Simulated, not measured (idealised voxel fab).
The following is a process module called voxel quadruple lines.
Section shown: cut. Width: 265 nm. Cell size: 5 nm, square.
Cross-section = grid of square cells, listed top down in bands; band = one or more rows.
For a band, the entry starts with two heights in nm, that of the top and then that of the bottom, and carries on with the band's materials in order from left to right, each alongside its width in nm; the word "all across" beside a single material means it fills the band edge to edge, and "blank" means empty space.
Zero point of the height axis is 0; under it, received wafer = one material. Lowest band: continues down indefinitely, "from 0 down".
Quick explanation for "30 to 40": the width changes in equal steps down the rows of cells, from the first number in the band's top row to the second number in its bottom row.
Step marked "left unchanged"? Then no cell in the cross-section changed in it.
Enclosed voids (no open way to top), threshold 8 cells or more, entry "Enclosed cavities", notation width x height at distance, distance from left edge, nm.
Post-settings text on a step line: simulator's own remark regarding the step.
overlay nm: right-of-plan distance of the mask on a masked step; negative values mean left-of-plan.

# Steps planned for the process
step 1: RECEIVE [material Si]
step 2: CONFORMAL_DEP [material SiO2] [thk nm 5]
step 3: DIRECTIONAL_DEP [material W] [thk nm 10]
step 4: DIRECTIONAL_DEP [material polySi] [thk nm 20]
step 5: DIRECTIONAL_DEP [material aC] [thk nm 20]
step 6: PATTERN [tone cover] [mask id MANDREL] [material resist] [width nm 25] [pitch nm 80] [thk nm 25] [overlay nm 0]
step 7: DIRECTIONAL_ETCH [etch materials aC] [depth nm 20]
step 8: STRIP [etch materials resist]
step 9: CONFORMAL_DEP [material SiO2] [thk nm 15]
step 10: DIRECTIONAL_ETCH [etch materials SiO2] [depth nm 15]
step 11: STRIP [etch materials aC]
step 12: DIRECTIONAL_ETCH [etch materials polySi] [depth nm 20]
step 13: STRIP [etch materials SiO2]
step 14: CONFORMAL_DEP [material SiN] [thk nm 5]
step 15: DIRECTIONAL_ETCH [etch materials SiN] [depth nm 5]
step 16: STRIP [etch materials polySi]
step 17: DIRECTIONAL_ETCH [etch materials W] [depth nm 10]
step 18: STRIP [etch materials SiN]
step 19: FILL_DEP [material lowk] [thk nm 10]
step 20: CMP [height nm 15]

# First wafer out of two, processed as planned

# Incoming wafer in cross-section (state: after step 1)
from 0 down  Si all across
Enclosed cavities: none

# Presented here is a cross-section of the wafer after step 2 has been performed
from 5 to 0  SiO2 all across
Whatever lies below 0 is exactly as it was before.

# Presented here is a cross-section of the wafer after step 3 has been performed
from 15 to 5  W all across
Whatever lies below 5 is exactly as it was before.

# Presented here is a cross-section of the wafer after step 4 has been performed
from 35 to 15  polySi all across
Whatever lies below 15 is exactly as it was before.

# Presented here is a cross-section of the wafer after step 5 has been performed
from 55 to 35  aC all across
Whatever lies below 35 is exactly as it was before.

# Presented here is a cross-section of the wafer after step 6 has been performed
from 80 to 55  blank 80 | resist 25 | blank 55 | resist 25 | blank 80
Whatever lies below 55 is exactly as it was before.

# Presented here is a cross-section of the wafer after step 7 has been performed
from 60 to 55  blank 80 | resist 25 | blank 55 | resist 25 | blank 80
from 55 to 35  blank 80 | aC 25 | blank 55 | aC 25 | blank 80
Whatever lies below 35 is exactly as it was before.

# Presented here is a cross-section of the wafer after step 8 has been performed
from 55 to 35  blank 80 | aC 25 | blank 55 | aC 25 | blank 80
Whatever lies below 35 is exactly as it was before.

# Presented here is a cross-section of the wafer after step 9 has been performed
from 70 to 55  blank 65 | SiO2 55 | blank 25 | SiO2 55 | blank 65
from 55 to 50  blank 65 | SiO2 15 | aC 25 | SiO2 15 | blank 25 | SiO2 15 | aC 25 | SiO2 15 | blank 65
from 50 to 35  SiO2 80 | aC 25 | SiO2 55 | aC 25 | SiO2 80
Whatever lies below 35 is exactly as it was before.

# Presented here is a cross-section of the wafer after step 10 has been performed
from 55 to 35  blank 65 | SiO2 15 | aC 25 | SiO2 15 | blank 25 | SiO2 15 | aC 25 | SiO2 15 | blank 65
Whatever lies below 35 is exactly as it was before.

# Presented here is a cross-section of the wafer after step 11 has been performed
from 55 to 35  blank 65 | SiO2 15 | blank 25 | SiO2 15 | blank 25 | SiO2 15 | blank 25 | SiO2 15 | blank 65
Whatever lies below 35 is exactly as it was before.

# Presented here is a cross-section of the wafer after step 12 has been performed
from 55 to 35  blank 65 | SiO2 15 | blank 25 | SiO2 15 | blank 25 | SiO2 15 | blank 25 | SiO2 15 | blank 65
from 35 to 15  blank 65 | polySi 15 | blank 25 | polySi 15 | blank 25 | polySi 15 | blank 25 | polySi 15 | blank 65
Whatever lies below 15 is exactly as it was before.

# Presented here is a cross-section of the wafer after step 13 has been performed
from 35 to 15  blank 65 | polySi 15 | blank 25 | polySi 15 | blank 25 | polySi 15 | blank 25 | polySi 15 | blank 65
Whatever lies below 15 is exactly as it was before.

# Presented here is a cross-section of the wafer after step 14 has been performed
from 40 to 35  blank 60 | SiN 25 | blank 15 | SiN 25 | blank 15 | SiN 25 | blank 15 | SiN 25 | blank 60
from 35 to 20  blank 60 | SiN 5 | polySi 15 | SiN 5 | blank 15 | SiN 5 | polySi 15 | SiN 5 | blank 15 | SiN 5 | polySi 15 | SiN 5 | blank 15 | SiN 5 | polySi 15 | SiN 5 | blank 60
from 20 to 15  SiN 65 | polySi 15 | SiN 25 | polySi 15 | SiN 25 | polySi 15 | SiN 25 | polySi 15 | SiN 65
Whatever lies below 15 is exactly as it was before.

# Presented here is a cross-section of the wafer after step 15 has been performed
from 35 to 15  blank 60 | SiN 5 | polySi 15 | SiN 5 | blank 15 | SiN 5 | polySi 15 | SiN 5 | blank 15 | SiN 5 | polySi 15 | SiN 5 | blank 15 | SiN 5 | polySi 15 | SiN 5 | blank 60
Whatever lies below 15 is exactly as it was before.

# Presented here is a cross-section of the wafer after step 16 has been performed
from 35 to 15  blank 60 | SiN 5 | blank 15 | SiN 5 | blank 15 | SiN 5 | blank 15 | SiN 5 | blank 15 | SiN 5 | blank 15 | SiN 5 | blank 15 | SiN 5 | blank 15 | SiN 5 | blank 60
Whatever lies below 15 is exactly as it was before.

# Presented here is a cross-section of the wafer after step 17 has been performed
from 35 to 15  blank 60 | SiN 5 | blank 15 | SiN 5 | blank 15 | SiN 5 | blank 15 | SiN 5 | blank 15 | SiN 5 | blank 15 | SiN 5 | blank 15 | SiN 5 | blank 15 | SiN 5 | blank 60
from 15 to 5  blank 60 | W 5 | blank 15 | W 5 | blank 15 | W 5 | blank 15 | W 5 | blank 15 | W 5 | blank 15 | W 5 | blank 15 | W 5 | blank 15 | W 5 | blank 60
Whatever lies below 5 is exactly as it was before.

# Presented here is a cross-section of the wafer after step 18 has been performed
from 15 to 5  blank 60 | W 5 | blank 15 | W 5 | blank 15 | W 5 | blank 15 | W 5 | blank 15 | W 5 | blank 15 | W 5 | blank 15 | W 5 | blank 15 | W 5 | blank 60
Whatever lies below 5 is exactly as it was before.

# Presented here is a cross-section of the wafer after step 19 has been performed
from 25 to 15  lowk all across
from 15 to 5  lowk 60 | W 5 | lowk 15 | W 5 | lowk 15 | W 5 | lowk 15 | W 5 | lowk 15 | W 5 | lowk 15 | W 5 | lowk 15 | W 5 | lowk 15 | W 5 | lowk 60
Whatever lies below 5 is exactly as it was before.

# Presented here is a cross-section of the wafer after step 20 has been performed
from 15 to 5  lowk 60 | W 5 | lowk 15 | W 5 | lowk 15 | W 5 | lowk 15 | W 5 | lowk 15 | W 5 | lowk 15 | W 5 | lowk 15 | W 5 | lowk 15 | W 5 | lowk 60
Whatever lies below 5 is exactly as it was before.

# The second wafer began exactly as the first did and followed the same plan, but one mistake was made while running it; through step 5 inclusive, the two wafers are identical

# Cross-section of the second wafer at the time step 6 of the plan should have ended
from 80 to 55  resist 80 | blank 25 | resist 55 | blank 25 | resist 80
Whatever lies below 55 is exactly as it was before.

# Cross-section of the second wafer at the time step 7 of the plan should have ended
from 60 to 55  resist 80 | blank 25 | resist 55 | blank 25 | resist 80
from 55 to 35  aC 80 | blank 25 | aC 55 | blank 25 | aC 80
Whatever lies below 35 is exactly as it was before.

# Cross-section of the second wafer at the time step 8 of the plan should have ended
from 55 to 35  aC 80 | blank 25 | aC 55 | blank 25 | aC 80
Whatever lies below 35 is exactly as it was before.

# Cross-section of the second wafer at the time step 9 of the plan should have ended
from 70 to 55  SiO2 all across
from 55 to 35  aC 80 | SiO2 25 | aC 55 | SiO2 25 | aC 80
Whatever lies below 35 is exactly as it was before.

# Cross-section of the second wafer at the time step 10 of the plan should have ended
from 55 to 35  aC 80 | SiO2 25 | aC 55 | SiO2 25 | aC 80
Whatever lies below 35 is exactly as it was before.

# Cross-section of the second wafer at the time step 11 of the plan should have ended
from 55 to 35  blank 80 | SiO2 25 | blank 55 | SiO2 25 | blank 80
Whatever lies below 35 is exactly as it was before.

# Cross-section of the second wafer at the time step 12 of the plan should have ended
from 55 to 35  blank 80 | SiO2 25 | blank 55 | SiO2 25 | blank 80
from 35 to 15  blank 80 | polySi 25 | blank 55 | polySi 25 | blank 80
Whatever lies below 15 is exactly as it was before.

# Cross-section of the second wafer at the time step 13 of the plan should have ended
from 35 to 15  blank 80 | polySi 25 | blank 55 | polySi 25 | blank 80
Whatever lies below 15 is exactly as it was before.

# Cross-section of the second wafer at the time step 14 of the plan should have ended
from 40 to 35  blank 75 | SiN 35 | blank 45 | SiN 35 | blank 75
from 35 to 20  blank 75 | SiN 5 | polySi 25 | SiN 5 | blank 45 | SiN 5 | polySi 25 | SiN 5 | blank 75
from 20 to 15  SiN 80 | polySi 25 | SiN 55 | polySi 25 | SiN 80
Whatever lies below 15 is exactly as it was before.

# Cross-section of the second wafer at the time step 15 of the plan should have ended
from 35 to 15  blank 75 | SiN 5 | polySi 25 | SiN 5 | blank 45 | SiN 5 | polySi 25 | SiN 5 | blank 75
Whatever lies below 15 is exactly as it was before.

# Cross-section of the second wafer at the time step 16 of the plan should have ended
from 35 to 15  blank 75 | SiN 5 | blank 25 | SiN 5 | blank 45 | SiN 5 | blank 25 | SiN 5 | blank 75
Whatever lies below 15 is exactly as it was before.

# Cross-section of the second wafer at the time step 17 of the plan should have ended
from 35 to 15  blank 75 | SiN 5 | blank 25 | SiN 5 | blank 45 | SiN 5 | blank 25 | SiN 5 | blank 75
from 15 to 5  blank 75 | W 5 | blank 25 | W 5 | blank 45 | W 5 | blank 25 | W 5 | blank 75
Whatever lies below 5 is exactly as it was before.

# Cross-section of the second wafer at the time step 18 of the plan should have ended
from 15 to 5  blank 75 | W 5 | blank 25 | W 5 | blank 45 | W 5 | blank 25 | W 5 | blank 75
Whatever lies below 5 is exactly as it was before.

# Cross-section of the second wafer at the time step 19 of the plan should have ended
from 25 to 15  lowk all across
from 15 to 5  lowk 75 | W 5 | lowk 25 | W 5 | lowk 45 | W 5 | lowk 25 | W 5 | lowk 75
Whatever lies below 5 is exactly as it was before.

# Cross-section of the second wafer at the time step 20 of the plan should have ended
from 15 to 5  lowk 75 | W 5 | lowk 25 | W 5 | lowk 45 | W 5 | lowk 25 | W 5 | lowk 75
Whatever lies below 5 is exactly as it was before.
What was the processing mistake? step 6 went in with a setting other than planned; the actual run was PATTERN [tone open] [mask id MANDREL] [material resist] [width nm 25] [pitch nm 80] [thk nm 25] [overlay nm 0]
In the final state, the cell counts of the second wafer exceed or fall short of those of the first for the following materials: W: 8 fewer; lowk: 8 more
